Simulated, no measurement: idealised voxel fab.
The following process module bears the name voxel ribs on slabs.
We display cut, a cross-section 180 nm in width whose square cells are each 5 nm.
Think of the cross-section as a grid of square cells. We describe it in bands, top to bottom, and each band covers one or more rows of those cells.
Heights first: top, then bottom, in nm. Then materials, left to right, each with a width in nm. "edge to edge" on a single material: fills the band edge to edge. "air": empty space.
Counting heights begins at 0, where everything beneath is, in the wafer as received, one material. The lowest band has no bottom; it goes on downwards, as "0 -> down" shows.
So if you see something like "30 to 40" for the width, read it as the top row of the band sitting at the first number and the bottom row at the second, with every row in between moving by the same amount as the last.
The cross-section has no changed cell in any step marked "identical to before".
The list in "Closed-off voids" covers empty spaces of 8 cells or more that cannot reach the top through any open way, and it gives each as width x height at distance; the distance is from the left edge, and width, height and distance are in nm.
The remark found on a step's line after its settings is issued by the simulator itself and pertains to that step.
If you see "overlay nm" on a step's line and that step has a mask, it's telling you how far right of where it was planned the mask ended up; a negative number means it went left instead.

Process steps foreseen in the plan:
- 1: RECEIVE: material Si
- 2: DIRECTIONAL_DEP: material SiO2, thk nm 30
- 3: DIRECTIONAL_DEP: material SiN, thk nm 20
- 4: DIRECTIONAL_DEP: material aC, thk nm 15
- 5: PATTERN: tone cover, mask id RIB, material resist, width nm 25, thk nm 30, overlay nm 0
- 6: DIRECTIONAL_ETCH: etch materials aC, depth nm 15
- 7: STRIP: etch materials resist
- 8: DIRECTIONAL_ETCH: etch materials SiN, depth nm 10
- 9: STRIP: etch materials aC
- 10: DIRECTIONAL_DEP: material aC, thk nm 15
- 11: PATTERN: tone cover, mask id SLAB, material resist, width nm 75, thk nm 30, overlay nm 0
- 12: DIRECTIONAL_ETCH: etch materials aC, depth nm 15
- 13: STRIP: etch materials resist
- 14: DIRECTIONAL_ETCH: etch materials SiN, depth nm 10
- 15: STRIP: etch materials aC
- 16: FILL_DEP: material SiO2, thk nm 25
- 17: CMP: height nm 65
- 18: DIRECTIONAL_DEP: material W, thk nm 5
- 19: PATTERN: tone cover, mask id HEATER, material resist, width nm 35, thk nm 15, overlay nm 0
- 20: DIRECTIONAL_ETCH: etch materials W, depth nm 5
- 21: STRIP: etch materials resist
- 22: CONFORMAL_DEP: material SiO2, thk nm 10

First wafer, two in total, run as planned:

Here's what the wafer looked like in cross-section when it arrived - that's after step 1:
  0 -> down | Si edge to edge
  Closed-off voids: none

After step 2: wafer cross-section:
  30 -> 0 | SiO2 edge to edge
  At heights below 0, the structure remains unaltered.

After step 3: wafer cross-section:
  50 -> 30 | SiN edge to edge
  At heights below 30, the structure remains unaltered.

After step 4: wafer cross-section:
  65 -> 50 | aC edge to edge
  At heights below 50, the structure remains unaltered.

After step 5: wafer cross-section:
  95 -> 65 | 75 of air; 25 of resist; 80 of air
  At heights below 65, the structure remains unaltered.

After step 6: wafer cross-section:
  80 -> 65 | 75 of air; 25 of resist; 80 of air
  65 -> 50 | 75 of air; 25 of aC; 80 of air
  At heights below 50, the structure remains unaltered.

After step 7: wafer cross-section:
  65 -> 50 | 75 of air; 25 of aC; 80 of air
  At heights below 50, the structure remains unaltered.

After step 8: wafer cross-section:
  65 -> 50 | 75 of air; 25 of aC; 80 of air
  50 -> 40 | 75 of air; 25 of SiN; 80 of air
  At heights below 40, the structure remains unaltered.

After step 9: wafer cross-section:
  50 -> 40 | 75 of air; 25 of SiN; 80 of air
  At heights below 40, the structure remains unaltered.

After step 10: wafer cross-section:
  65 -> 55 | 75 of air; 25 of aC; 80 of air
  55 -> 50 | aC edge to edge
  50 -> 40 | 75 of aC; 25 of SiN; 80 of aC
  At heights below 40, the structure remains unaltered.

After step 11: wafer cross-section:
  95 -> 65 | 50 of air; 75 of resist; 55 of air
  65 -> 55 | 50 of air; 25 of resist; 25 of aC; 25 of resist; 55 of air
  At heights below 55, the structure remains unaltered.

After step 12: wafer cross-section:
  80 -> 65 | 50 of air; 75 of resist; 55 of air
  65 -> 55 | 50 of air; 25 of resist; 25 of aC; 25 of resist; 55 of air
  55 -> 50 | 50 of air; 75 of aC; 55 of air
  50 -> 40 | 50 of air; 25 of aC; 25 of SiN; 25 of aC; 55 of air
  At heights below 40, the structure remains unaltered.

After step 13: wafer cross-section:
  65 -> 55 | 75 of air; 25 of aC; 80 of air
  At heights below 55, the structure remains unaltered.

After step 14: wafer cross-section:
  65 -> 55 | 75 of air; 25 of aC; 80 of air
  55 -> 50 | 50 of air; 75 of aC; 55 of air
  50 -> 40 | 50 of air; 25 of aC; 25 of SiN; 25 of aC; 55 of air
  40 -> 30 | 50 of air; 75 of SiN; 55 of air
  At heights below 30, the structure remains unaltered.

After step 15: wafer cross-section:
  50 -> 40 | 75 of air; 25 of SiN; 80 of air
  At heights below 40, the structure remains unaltered.

After step 16: wafer cross-section:
  75 -> 50 | SiO2 edge to edge
  50 -> 40 | 75 of SiO2; 25 of SiN; 80 of SiO2
  40 -> 30 | 50 of SiO2; 75 of SiN; 55 of SiO2
  At heights below 30, the structure remains unaltered.

After step 17: wafer cross-section:
  65 -> 50 | SiO2 edge to edge
  At heights below 50, the structure remains unaltered.

After step 18: wafer cross-section:
  70 -> 65 | W edge to edge
  At heights below 65, the structure remains unaltered.

After step 19: wafer cross-section:
  85 -> 70 | 70 of air; 35 of resist; 75 of air
  At heights below 70, the structure remains unaltered.

After step 20: wafer cross-section:
  85 -> 70 | 70 of air; 35 of resist; 75 of air
  70 -> 65 | 70 of air; 35 of W; 75 of air
  At heights below 65, the structure remains unaltered.

After step 21: wafer cross-section:
  70 -> 65 | 70 of air; 35 of W; 75 of air
  At heights below 65, the structure remains unaltered.

After step 22: wafer cross-section:
  80 -> 75 | 60 of air; 55 of SiO2; 65 of air
  75 -> 70 | SiO2 edge to edge
  70 -> 65 | 70 of SiO2; 35 of W; 75 of SiO2
  At heights below 65, the structure remains unaltered.

Second wafer - shared start and plan with the first - one error in running - same as the first up to step 10 inclusive:

Planned end of step 11: second wafer, cross-section:
  95 -> 65 | 40 of air; 75 of resist; 65 of air
  65 -> 55 | 40 of air; 35 of resist; 25 of aC; 15 of resist; 65 of air
  At heights below 55, the structure remains unaltered.

Planned end of step 12: second wafer, cross-section:
  80 -> 65 | 40 of air; 75 of resist; 65 of air
  65 -> 55 | 40 of air; 35 of resist; 25 of aC; 15 of resist; 65 of air
  55 -> 50 | 40 of air; 75 of aC; 65 of air
  50 -> 40 | 40 of air; 35 of aC; 25 of SiN; 15 of aC; 65 of air
  At heights below 40, the structure remains unaltered.

Planned end of step 13: second wafer, cross-section:
  65 -> 55 | 75 of air; 25 of aC; 80 of air
  At heights below 55, the structure remains unaltered.

Planned end of step 14: second wafer, cross-section:
  65 -> 55 | 75 of air; 25 of aC; 80 of air
  55 -> 50 | 40 of air; 75 of aC; 65 of air
  50 -> 40 | 40 of air; 35 of aC; 25 of SiN; 15 of aC; 65 of air
  40 -> 30 | 40 of air; 75 of SiN; 65 of air
  At heights below 30, the structure remains unaltered.

Planned end of step 15: second wafer, cross-section:
  50 -> 40 | 75 of air; 25 of SiN; 80 of air
  At heights below 40, the structure remains unaltered.

Planned end of step 16: second wafer, cross-section:
  75 -> 50 | SiO2 edge to edge
  50 -> 40 | 75 of SiO2; 25 of SiN; 80 of SiO2
  40 -> 30 | 40 of SiO2; 75 of SiN; 65 of SiO2
  At heights below 30, the structure remains unaltered.

Planned end of step 17: second wafer, cross-section:
  65 -> 50 | SiO2 edge to edge
  At heights below 50, the structure remains unaltered.

Planned end of step 18: second wafer, cross-section:
  70 -> 65 | W edge to edge
  At heights below 65, the structure remains unaltered.

Planned end of step 19: second wafer, cross-section:
  85 -> 70 | 70 of air; 35 of resist; 75 of air
  At heights below 70, the structure remains unaltered.

Planned end of step 20: second wafer, cross-section:
  85 -> 70 | 70 of air; 35 of resist; 75 of air
  70 -> 65 | 70 of air; 35 of W; 75 of air
  At heights below 65, the structure remains unaltered.

Planned end of step 21: second wafer, cross-section:
  70 -> 65 | 70 of air; 35 of W; 75 of air
  At heights below 65, the structure remains unaltered.

Planned end of step 22: second wafer, cross-section:
  80 -> 75 | 60 of air; 55 of SiO2; 65 of air
  75 -> 70 | SiO2 edge to edge
  70 -> 65 | 70 of SiO2; 35 of W; 75 of SiO2
  At heights below 65, the structure remains unaltered.
Run error: off-plan run, step 11, actual operation and settings PATTERN: tone cover, mask id SLAB, material resist, width nm 75, thk nm 30, overlay nm -10
In the final comparison it is observed that the number of cells assigned to each material is identical for the two wafers, whereas their placement is not.
